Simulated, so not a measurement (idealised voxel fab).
The process module that follows is named voxel transistor to metal.
Each square cell in cross-section cut measures 5 nm, and the section as a whole is 160 nm wide.
We lay out every cross-section as a grid of square cells and spell it out in bands from the top down, where one band means one or more rows of cells. Within each band entry, the heights of the top and of the bottom of the band appear first, in that order and in nm; the materials of the band then follow from left to right, each with its corresponding width in nm. The designation "edge to edge" on a single material indicates that it fills the band from edge to edge; the designation "empty" indicates empty space. Heights are expressed relative to 0, this being the level below which the as-received wafer comprises one material exclusively. The lowest band is unbounded in the downward direction and is denoted as in "z 0 and below". With a width like "30 to 40", each row of cells in the band differs from the next by the same amount, the top row carrying the first number and the bottom row the second. Where a step carries "remained unchanged", the cross-section came out of it unchanged, cell for cell. Heads up: "Fully closed voids" only lists the empty pockets with no open path to the top that are 8 cells or more, and it writes them as width x height at distance, distance from the left edge, in nm. On a step's line, text after the settings is the simulator commenting on that step. overlay nm, on a step with a mask: how far to the right of its planned place the mask lay; to the left if negative.
So here's the lineup of process steps we planned
1 RECEIVE with material Si
2 CONFORMAL_DEP with material SiO2, thk nm 5
3 CONFORMAL_DEP with material SiN, thk nm 10
4 MASKED_ETCH with tone cover, mask id ACTIVE, width nm 100, etch materials SiN, depth nm 10, overlay nm 0
5 MASKED_ETCH with tone cover, mask id ACTIVE, width nm 100, etch materials SiO2, depth nm 5, overlay nm 0
6 MASKED_ETCH with tone cover, mask id ACTIVE, width nm 100, etch materials Si, depth nm 20, overlay nm 0
7 OXIDIZE with depth nm 5
8 FILL_DEP with material SiO2, thk nm 5
9 CMP with height nm 15
10 SELECTIVE_ETCH with etch materials SiO2, depth nm 10
11 STRIP with etch materials SiN
12 SELECTIVE_ETCH with etch materials SiO2, depth nm 5
13 OXIDIZE with depth nm 5
14 DIRECTIONAL_DEP with material polySi, thk nm 20
15 DIRECTIONAL_DEP with material SiCN, thk nm 10
16 DIRECTIONAL_DEP with material aC, thk nm 15
17 PATTERN with tone cover, mask id GATE, material resist, width nm 30, thk nm 30, overlay nm 0
18 DIRECTIONAL_ETCH with etch materials aC, depth nm 15
19 STRIP with etch materials resist
20 DIRECTIONAL_ETCH with etch materials SiCN, depth nm 20
21 DIRECTIONAL_ETCH with etch materials polySi, depth nm 30
22 STRIP with etch materials aC
23 CONFORMAL_DEP with material SiO2, thk nm 5
24 DIRECTIONAL_ETCH with etch materials SiO2, depth nm 5
25 CONFORMAL_DEP with material SiN, thk nm 10
26 DIRECTIONAL_ETCH with etch materials SiN, depth nm 10
27 DIRECTIONAL_ETCH with etch materials SiO2, depth nm 5
28 DIRECTIONAL_ETCH with etch materials Si, depth nm 15
29 EPI with material SiGe, thk nm 20
30 FILL_DEP with material SiO2, thk nm 5
31 CMP with height nm 20
32 STRIP with etch materials polySi
33 SELECTIVE_ETCH with etch materials SiO2, depth nm 5
34 CONFORMAL_DEP with material HfO2, thk nm 5
35 CONFORMAL_DEP with material TiN, thk nm 5
36 FILL_DEP with material W, thk nm 5
37 CMP with height nm 15
38 DIRECTIONAL_DEP with material SiO2, thk nm 15
39 MASKED_ETCH with tone open, mask id CONTACT, width nm 15, pitch nm 75, etch materials SiO2, depth nm 15, overlay nm 0
40 CONFORMAL_DEP with material TiN, thk nm 5
41 FILL_DEP with material Ru, thk nm 10
42 CMP with height nm 30
43 DIRECTIONAL_DEP with material TiN, thk nm 5
44 DIRECTIONAL_DEP with material W, thk nm 15
45 DIRECTIONAL_DEP with material aC, thk nm 15
46 PATTERN with tone cover, mask id METAL_1, material resist, width nm 15, pitch nm 75, thk nm 30, overlay nm 0
47 DIRECTIONAL_ETCH with etch materials aC, depth nm 15
48 STRIP with etch materials resist
49 DIRECTIONAL_ETCH with etch materials W, depth nm 15
50 DIRECTIONAL_ETCH with etch materials TiN, depth nm 5
51 STRIP with etch materials aC
52 FILL_DEP with material lowk, thk nm 10
53 CMP with height nm 50
54 CONFORMAL_DEP with material SiN, thk nm 5
Cross-section of the incoming wafer, state after step 1
> z 0 and below: Si edge to edge
> Fully closed voids: none
Same starting wafer, same plan as above, one mistake in the execution; this is the cross-section at the end of the module
> z 55 to 50: SiN edge to edge
> z 50 to 35: lowk 35 nm, W 15 nm, lowk 60 nm, W 15 nm, lowk 35 nm
> z 35 to 30: lowk 35 nm, TiN 15 nm, lowk 60 nm, TiN 15 nm, lowk 35 nm
> z 30 to 20: SiO2 35 nm, TiN 5 nm, Ru 5 nm, TiN 5 nm, SiO2 60 nm, TiN 5 nm, Ru 5 nm, TiN 5 nm, SiO2 35 nm
> z 20 to 15: SiO2 35 nm, TiN 15 nm, SiO2 60 nm, TiN 15 nm, SiO2 35 nm
> z 15 to 10: SiO2 30 nm, SiGe 20 nm, SiN 10 nm, SiO2 5 nm, SiCN 30 nm, SiO2 5 nm, SiN 10 nm, SiGe 20 nm, SiO2 30 nm
> z 10 to 0: SiO2 30 nm, SiGe 20 nm, SiN 10 nm, SiO2 5 nm, polySi 30 nm, SiO2 5 nm, SiN 10 nm, SiGe 20 nm, SiO2 30 nm
> z 0 to -5: SiO2 30 nm, SiGe 20 nm, SiO2 60 nm, SiGe 20 nm, SiO2 30 nm
> z -5 to -20: SiO2 35 nm, SiGe 15 nm, Si 60 nm, SiGe 15 nm, SiO2 35 nm
> z -20 to -25: SiO2 35 nm, Si 90 nm, SiO2 35 nm
> z -25 and below: Si edge to edge
> Fully closed voids: none
Which mistake was made when the wafer was run? it should be noted that step 14 was executed with settings other than those planned, the operation and settings actually applied being DIRECTIONAL_DEP with material polySi, thk nm 10
